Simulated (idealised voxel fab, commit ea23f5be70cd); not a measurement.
process module | voxel local oxidation
cross-section cut | 255 nm wide | cells 5 nm
A cross-section is a grid of square cells, given in bands from the top down. A band is one or more rows of cells.
Each band's line starts with the height of the band's top and of its bottom, in nm. Then come its materials from left to right, each with its width in nm. One material with "throughout" fills the band from edge to edge. "air" is empty space.
Height 0 is the level under which the wafer as received is all one material. The lowest band goes on downwards, as in "0 down".
A width such as "30 to 40" changes by the same amount from each row of cells to the next, from the band's top row to its bottom row.
"no change" after a step means that no cell of the cross-section changed.
closed voids: empty space of 8 cells or more with no open way to the top, each as width x height at its distance from the left edge, in nm
after a step's settings: what the simulator itself notes on the step
overlay nm, on a step with a mask: how far to the right of its planned place the mask lay; to the left if negative
plan
1 op RECEIVE | material Si
2 op CONFORMAL_DEP | material SiO2 | thk nm 5
3 op CONFORMAL_DEP | material SiN | thk nm 15
4 op PATTERN | tone cover | mask id ACTIVE | material resist | width nm 115 | thk nm 15 | overlay nm 0
5 op DIRECTIONAL_ETCH | etch materials SiN | depth nm 15
6 op STRIP | etch materials resist
7 op SELECTIVE_ETCH | etch materials SiO2 | depth nm 5
8 op OXIDIZE | depth nm 15
9 op STRIP | etch materials SiN
first wafer, as planned
as received, after step 1
  0 down: Si throughout
  closed voids: none
after step 2
  5 to 0: SiO2 throughout
  below 0: unchanged
after step 3
  20 to 5: SiN throughout
  below 5: unchanged
after step 4
  35 to 20: air 70 | resist 115 | air 70
  below 20: unchanged
after step 5
  35 to 20: air 70 | resist 115 | air 70
  20 to 5: air 70 | SiN 115 | air 70
  below 5: unchanged
after step 6
  20 to 5: air 70 | SiN 115 | air 70
  below 5: unchanged
after step 7
  20 to 5: air 70 | SiN 115 | air 70
  5 to 0: air 75 | SiO2 105 | air 75
  below 0: unchanged
after step 8
  20 to 5: air 70 | SiN 115 | air 70
  5 to 0: air 75 | SiO2 105 | air 75
  0 to -15: SiO2 90 | Si 75 | SiO2 90
  below -15: unchanged
after step 9
  5 to 0: air 75 | SiO2 105 | air 75
  below 0: unchanged
second wafer: like start, like plan, one mistake. Through step 1 it matches the first wafer
when step 2 should have ended: no change
when step 3 should have ended
  15 to 0: SiN throughout
  below 0: unchanged
when step 4 should have ended
  30 to 15: air 70 | resist 115 | air 70
  below 15: unchanged
when step 5 should have ended
  30 to 15: air 70 | resist 115 | air 70
  15 to 0: air 70 | SiN 115 | air 70
  below 0: unchanged
when step 6 should have ended
  15 to 0: air 70 | SiN 115 | air 70
  below 0: unchanged
when step 7 should have ended: no change
when step 8 should have ended
  15 to 0: air 70 | SiN 115 | air 70
  0 to -15: SiO2 85 | Si 85 | SiO2 85
  below -15: unchanged
when step 9 should have ended
  0 to -15: SiO2 85 | Si 85 | SiO2 85
  below -15: unchanged
what went wrong: step 2 was left out
at the end the second wafer has, in cells: 6 more of Si | 27 fewer of SiO2
